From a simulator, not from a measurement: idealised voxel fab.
Process module in this document: voxel self aligned contacts
265 nm wide, 5 nm square cells: that's cross-section cut.
Cross-section format: a grid of square cells, given as bands from top to bottom; each band is one or more rows of cells.
Top height, bottom height, nm. Materials left to right, width each, nm. Single material + "edge to edge" = fills band edge to edge. "empty" = empty.
Heights are reckoned from 0. Under this level, the received wafer is all of one material. The bottommost band is open-ended downward, for example "top 0, no bottom".
Graded width ("30->40"): value in top row of band = first number; value in bottom row = second number; row-to-row change constant.
When a step is marked "no alteration", none of the cells in the cross-section changed during that step.
"Voids, enclosed": empty spaces of 8 cells or more with no open way to the top, each given as width x height at distance, distance from the left edge, all in nm.
Anything after a step's settings on that line? It's the simulator's own note about the step.
overlay nm: right-of-plan distance of the mask on a masked step; negative values mean left-of-plan.
## Below is the list of planned process steps
1. RECEIVE | material Si
2. OXIDIZE | depth nm 5
3. DIRECTIONAL_DEP | material polySi | thk nm 30
4. DIRECTIONAL_DEP | material SiN | thk nm 15
5. PATTERN | tone cover | mask id GATE | material resist | width nm 25 | pitch nm 60 | thk nm 20 | overlay nm 0
6. DIRECTIONAL_ETCH | etch materials SiN | depth nm 15
7. DIRECTIONAL_ETCH | etch materials polySi | depth nm 30
8. STRIP | etch materials resist
9. CONFORMAL_DEP | material SiN | thk nm 5
10. DIRECTIONAL_ETCH | etch materials SiN | depth nm 5
11. FILL_DEP | material SiO2 | thk nm 15
12. CMP | height nm 55
13. MASKED_ETCH | tone open | mask id CONTACT | width nm 45 | pitch nm 60 | etch materials SiO2 | depth nm 60 | overlay nm 0
14. CONFORMAL_DEP | material TiN | thk nm 5
15. FILL_DEP | material Ru | thk nm 5
16. CMP | height nm 55
17. CONFORMAL_DEP | material SiCN | thk nm 5
## Cross-section: wafer on arrival = after step 1
- top 0, no bottom: Si edge to edge
- Voids, enclosed: none
## One mistake in running the module, otherwise start and plan as above: cross-section at the end
- top 60, bottom 55: SiCN edge to edge
- top 55, bottom 45: SiO2: 80 / TiN: 5->25 / Ru: 35->15 / TiN: 5 / SiO2: 15 / TiN: 5->25 / Ru: 35->15 / TiN: 5 / SiO2: 80
- top 45, bottom 30: SiO2: 65 / SiN: 35 / TiN: 5 / Ru: 15 / TiN: 5 / SiN: 35 / TiN: 5 / Ru: 15 / TiN: 5 / SiN: 35 / SiO2: 45
- top 30, bottom 0: SiO2: 65 / SiN: 5 / polySi: 25 / SiN: 5 / TiN: 5 / Ru: 15 / TiN: 5 / SiN: 5 / polySi: 25 / SiN: 5 / TiN: 5 / Ru: 15 / TiN: 5 / SiN: 5 / polySi: 25 / SiN: 5 / SiO2: 45
- top 0, bottom -5: SiO2: 100 / TiN: 25 / SiO2: 35 / TiN: 25 / SiO2: 80
- top -5, no bottom: Si edge to edge
- Voids, enclosed: none
Heads up, the wafer didn't run the way we planned it: step 5 ran with different settings than intended, the actual operation and settings being PATTERN | tone cover | mask id GATE | material resist | width nm 25 | pitch nm 60 | thk nm 20 | overlay nm 10
